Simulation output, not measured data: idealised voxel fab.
The following is a process module called voxel tone inversion.
This is section cut - it's 155 nm across, gridded in 5 nm square cells.
Bands, listed from the top down, are how a cross-section gets written in this document; the cross-section itself is a grid of square cells, and a band is one or more rows of them.
Heights first: top, then bottom, in nm. Then materials, left to right, each with a width in nm. "full width" on a single material: fills the band edge to edge. "empty": empty space.
Measure heights from 0. That's the level where, below it, the as-received wafer is all one material. The lowest band is bottomless and extends downward; write it as in "0 and below".
The notation "30 to 40" denotes a width that varies across the rows of cells in the band, beginning at the first number in the top row, finishing at the second number in the bottom row, and changing by an identical amount from each row to the next.
"no modifications" means the step left every cell of the cross-section as it was.
Entry "Voids, sealed". Content: empty spaces with no open connection to the top, size 8 cells or greater. Each: width x height at distance. Distance: from left edge. Unit: nm.
It should be noted that, on the line of a given step, the content following the step's settings is a remark produced by the simulator itself with respect to that step.
overlay nm: right-of-plan distance of the mask on a masked step; negative values mean left-of-plan.

The process steps that were planned are listed below
1 RECEIVE with material Si
2 CONFORMAL_DEP with material SiN, thk nm 5
3 DIRECTIONAL_DEP with material polySi, thk nm 15
4 PATTERN with tone cover, mask id POSTS, material resist, width nm 25, pitch nm 55, thk nm 20, overlay nm 0
5 DIRECTIONAL_ETCH with etch materials polySi, depth nm 15
6 STRIP with etch materials resist
7 FILL_DEP with material lowk, thk nm 5
8 CMP with height nm 20
9 STRIP with etch materials polySi
10 CONFORMAL_DEP with material TiN, thk nm 5
11 FILL_DEP with material Ru, thk nm 10
12 CMP with height nm 20
13 CONFORMAL_DEP with material SiN, thk nm 5

Cross-section of the wafer as it came to us, i.e., already through step 1
- 0 and below = Si full width
- Voids, sealed: none

End-of-module XS, first of two wafers, run as planned
- 25 down to 20 = SiN full width
- 20 down to 10 = lowk: 35, then TiN: 5, then Ru: 15, then TiN: 5, then lowk: 30, then TiN: 5, then Ru: 15, then TiN: 5, then lowk: 40
- 10 down to 5 = lowk: 35, then TiN: 25, then lowk: 30, then TiN: 25, then lowk: 40
- 5 down to 0 = SiN full width
- 0 and below = Si full width
- Voids, sealed: none

Wafer two cross-section, module end. Start and plan unchanged from wafer one; one mistake made during the run
- 25 down to 20 = SiN full width
- 20 down to 10 = lowk: 40, then TiN: 5, then Ru: 15, then TiN: 5, then lowk: 30, then TiN: 5, then Ru: 15, then TiN: 5, then lowk: 35
- 10 down to 5 = lowk: 40, then TiN: 25, then lowk: 30, then TiN: 25, then lowk: 35
- 5 down to 0 = SiN full width
- 0 and below = Si full width
- Voids, sealed: none
what went wrong: contrary to plan, step 4 was performed as PATTERN with tone cover, mask id POSTS, material resist, width nm 25, pitch nm 55, thk nm 20, overlay nm 5
Same inventory, different map: at the end, the second wafer holds as many cells of each material as the first, placed elsewhere.
